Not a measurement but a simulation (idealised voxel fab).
Documented hereafter: the process module known as voxel air gaps.
The figure presents cross-section cut, which has a width of 220 nm and is divided into square cells with an edge length of 5 nm.
Cross-section layout: square cells on a grid; listed as bands, top to bottom; a band spans one or more cell rows. Each band's line starts with the height of the band's top and of its bottom, in nm. Then come its materials from left to right, each with its width in nm. One material with "everywhere" fills the band from edge to edge. "air" is empty space. The level at which height equals 0 is the one under which the wafer, as it arrives, is entirely one material. No lower edge exists for the bottom band, which continues downward and is notated as in "0 down". Quick explanation for "30..40": the width changes in equal steps down the rows of cells, from the first number in the band's top row to the second number in its bottom row. Given "left unchanged" for a step, no cell of the cross-section differs between before and after that step. "Voids lacking openings" lists enclosed empty spaces (at least 8 cells, no open path upward to the top), each as width x height at distance from the left edge, in nm. What comes after the settings on a step's line is commentary from the simulator itself on that step. overlay nm: step with mask; distance mask lay right of planned place; negative value = left of planned place.
-- Process steps foreseen in the plan
- 1: RECEIVE with material Si
- 2: CONFORMAL_DEP with material SiO2, thk nm 15
- 3: CONFORMAL_DEP with material SiN, thk nm 5
- 4: DIRECTIONAL_DEP with material SiO2, thk nm 35
- 5: DIRECTIONAL_DEP with material aC, thk nm 15
- 6: PATTERN with tone open, mask id LINES, material resist, width nm 20, pitch nm 50, thk nm 30, overlay nm 0
- 7: DIRECTIONAL_ETCH with etch materials aC, depth nm 15
- 8: STRIP with etch materials resist
- 9: DIRECTIONAL_ETCH with etch materials SiO2, depth nm 35
- 10: STRIP with etch materials aC
- 11: CONFORMAL_DEP with material TiN, thk nm 5
- 12: FILL_DEP with material W, thk nm 10
- 13: CMP with height nm 55
- 14: EPI with material Ru, thk nm 10
- 15: SELECTIVE_ETCH with etch materials SiO2, depth nm 45
- 16: CONFORMAL_DEP with material SiCN, thk nm 5
-- The following pertains to the first of two wafers, which was processed as planned
-- Cross-sectional view of the wafer in its as-received condition, corresponding to the state after step 1
> 0 down = Si everywhere
> Voids lacking openings: none
-- You're looking at a cross-section of the wafer after step 2
> 15 to 0 = SiO2 everywhere
> At heights below 0, the structure remains unaltered.
-- You're looking at a cross-section of the wafer after step 3
> 20 to 15 = SiN everywhere
> At heights below 15, the structure remains unaltered.
-- You're looking at a cross-section of the wafer after step 4
> 55 to 20 = SiO2 everywhere
> At heights below 20, the structure remains unaltered.
-- You're looking at a cross-section of the wafer after step 5
> 70 to 55 = aC everywhere
> At heights below 55, the structure remains unaltered.
-- You're looking at a cross-section of the wafer after step 6
> 100 to 70 = resist: 25, air: 20, resist: 30, air: 20, resist: 30, air: 20, resist: 30, air: 20, resist: 25
> At heights below 70, the structure remains unaltered.
-- You're looking at a cross-section of the wafer after step 7
> 85 to 70 = resist: 25, air: 20, resist: 30, air: 20, resist: 30, air: 20, resist: 30, air: 20, resist: 25
> 70 to 55 = aC: 25, air: 20, aC: 30, air: 20, aC: 30, air: 20, aC: 30, air: 20, aC: 25
> At heights below 55, the structure remains unaltered.
-- You're looking at a cross-section of the wafer after step 8
> 70 to 55 = aC: 25, air: 20, aC: 30, air: 20, aC: 30, air: 20, aC: 30, air: 20, aC: 25
> At heights below 55, the structure remains unaltered.
-- You're looking at a cross-section of the wafer after step 9
> 70 to 55 = aC: 25, air: 20, aC: 30, air: 20, aC: 30, air: 20, aC: 30, air: 20, aC: 25
> 55 to 20 = SiO2: 25, air: 20, SiO2: 30, air: 20, SiO2: 30, air: 20, SiO2: 30, air: 20, SiO2: 25
> At heights below 20, the structure remains unaltered.
-- You're looking at a cross-section of the wafer after step 10
> 55 to 20 = SiO2: 25, air: 20, SiO2: 30, air: 20, SiO2: 30, air: 20, SiO2: 30, air: 20, SiO2: 25
> At heights below 20, the structure remains unaltered.
-- You're looking at a cross-section of the wafer after step 11
> 60 to 55 = TiN: 30, air: 10, TiN: 40, air: 10, TiN: 40, air: 10, TiN: 40, air: 10, TiN: 30
> 55 to 25 = SiO2: 25, TiN: 5, air: 10, TiN: 5, SiO2: 30, TiN: 5, air: 10, TiN: 5, SiO2: 30, TiN: 5, air: 10, TiN: 5, SiO2: 30, TiN: 5, air: 10, TiN: 5, SiO2: 25
> 25 to 20 = SiO2: 25, TiN: 20, SiO2: 30, TiN: 20, SiO2: 30, TiN: 20, SiO2: 30, TiN: 20, SiO2: 25
> At heights below 20, the structure remains unaltered.
-- You're looking at a cross-section of the wafer after step 12
> 70 to 60 = W everywhere
> 60 to 55 = TiN: 30, W: 10, TiN: 40, W: 10, TiN: 40, W: 10, TiN: 40, W: 10, TiN: 30
> 55 to 25 = SiO2: 25, TiN: 5, W: 10, TiN: 5, SiO2: 30, TiN: 5, W: 10, TiN: 5, SiO2: 30, TiN: 5, W: 10, TiN: 5, SiO2: 30, TiN: 5, W: 10, TiN: 5, SiO2: 25
> At heights below 25, the structure remains unaltered.
-- You're looking at a cross-section of the wafer after step 13
> 55 to 25 = SiO2: 25, TiN: 5, W: 10, TiN: 5, SiO2: 30, TiN: 5, W: 10, TiN: 5, SiO2: 30, TiN: 5, W: 10, TiN: 5, SiO2: 30, TiN: 5, W: 10, TiN: 5, SiO2: 25
> At heights below 25, the structure remains unaltered.
-- You're looking at a cross-section of the wafer after step 14
> 65 to 55 = air: 15, Ru: 40, air: 10, Ru: 40, air: 10, Ru: 40, air: 10, Ru: 40, air: 15
> At heights below 55, the structure remains unaltered.
-- You're looking at a cross-section of the wafer after step 15
> 65 to 55 = air: 15, Ru: 40, air: 10, Ru: 40, air: 10, Ru: 40, air: 10, Ru: 40, air: 15
> 55 to 25 = air: 25, TiN: 5, W: 10, TiN: 5, air: 30, TiN: 5, W: 10, TiN: 5, air: 30, TiN: 5, W: 10, TiN: 5, air: 30, TiN: 5, W: 10, TiN: 5, air: 25
> 25 to 20 = air: 25, TiN: 20, air: 30, TiN: 20, air: 30, TiN: 20, air: 30, TiN: 20, air: 25
> At heights below 20, the structure remains unaltered.
-- You're looking at a cross-section of the wafer after step 16
> 70 to 65 = air: 10, SiCN: 200, air: 10
> 65 to 55 = air: 10, SiCN: 5, Ru: 40, SiCN: 10, Ru: 40, SiCN: 10, Ru: 40, SiCN: 10, Ru: 40, SiCN: 5, air: 10
> 55 to 50 = air: 10, SiCN: 15, TiN: 5, W: 10, TiN: 5, SiCN: 30, TiN: 5, W: 10, TiN: 5, SiCN: 30, TiN: 5, W: 10, TiN: 5, SiCN: 30, TiN: 5, W: 10, TiN: 5, SiCN: 15, air: 10
> 50 to 25 = air: 20, SiCN: 5, TiN: 5, W: 10, TiN: 5, SiCN: 5, air: 20, SiCN: 5, TiN: 5, W: 10, TiN: 5, SiCN: 5, air: 20, SiCN: 5, TiN: 5, W: 10, TiN: 5, SiCN: 5, air: 20, SiCN: 5, TiN: 5, W: 10, TiN: 5, SiCN: 5, air: 20
> 25 to 20 = SiCN: 25, TiN: 20, SiCN: 30, TiN: 20, SiCN: 30, TiN: 20, SiCN: 30, TiN: 20, SiCN: 25
> At heights below 20, the structure remains unaltered.
> Voids lacking openings: 20 x 25 at 50; 20 x 25 at 100; 20 x 25 at 150
-- Wafer two: like wafer one in start and plan, but with one mistake in execution; identical up to and including step 13
-- Cross-section of the second wafer when, according to plan, step 14 should have finished
> 75 to 55 = air: 5, Ru: 210, air: 5
> At heights below 55, the structure remains unaltered.
-- Cross-section of the second wafer when, according to plan, step 15 should have finished
> 75 to 55 = air: 5, Ru: 210, air: 5
> 55 to 25 = air: 25, TiN: 5, W: 10, TiN: 5, SiO2: 30, TiN: 5, W: 10, TiN: 5, SiO2: 30, TiN: 5, W: 10, TiN: 5, SiO2: 30, TiN: 5, W: 10, TiN: 5, air: 25
> 25 to 20 = air: 25, TiN: 20, SiO2: 30, TiN: 20, SiO2: 30, TiN: 20, SiO2: 30, TiN: 20, air: 25
> At heights below 20, the structure remains unaltered.
-- Cross-section of the second wafer when, according to plan, step 16 should have finished
> 80 to 75 = SiCN everywhere
> 75 to 55 = SiCN: 5, Ru: 210, SiCN: 5
> 55 to 50 = SiCN: 25, TiN: 5, W: 10, TiN: 5, SiO2: 30, TiN: 5, W: 10, TiN: 5, SiO2: 30, TiN: 5, W: 10, TiN: 5, SiO2: 30, TiN: 5, W: 10, TiN: 5, SiCN: 25
> 50 to 25 = air: 20, SiCN: 5, TiN: 5, W: 10, TiN: 5, SiO2: 30, TiN: 5, W: 10, TiN: 5, SiO2: 30, TiN: 5, W: 10, TiN: 5, SiO2: 30, TiN: 5, W: 10, TiN: 5, SiCN: 5, air: 20
> 25 to 20 = SiCN: 25, TiN: 20, SiO2: 30, TiN: 20, SiO2: 30, TiN: 20, SiO2: 30, TiN: 20, SiCN: 25
> At heights below 20, the structure remains unaltered.
> Voids lacking openings: 20 x 25 at 0; 20 x 25 at 200
Which mistake was made when the wafer was run? step 14 of the plan was performed twice
Looking at both finished wafers in cells, the second ends up ahead of or behind the first on some materials: Ru: 104 more; SiCN: 66 fewer; SiO2: 126 more
Heads up: the first wafer ends with 3 closed voids, the second with 2.
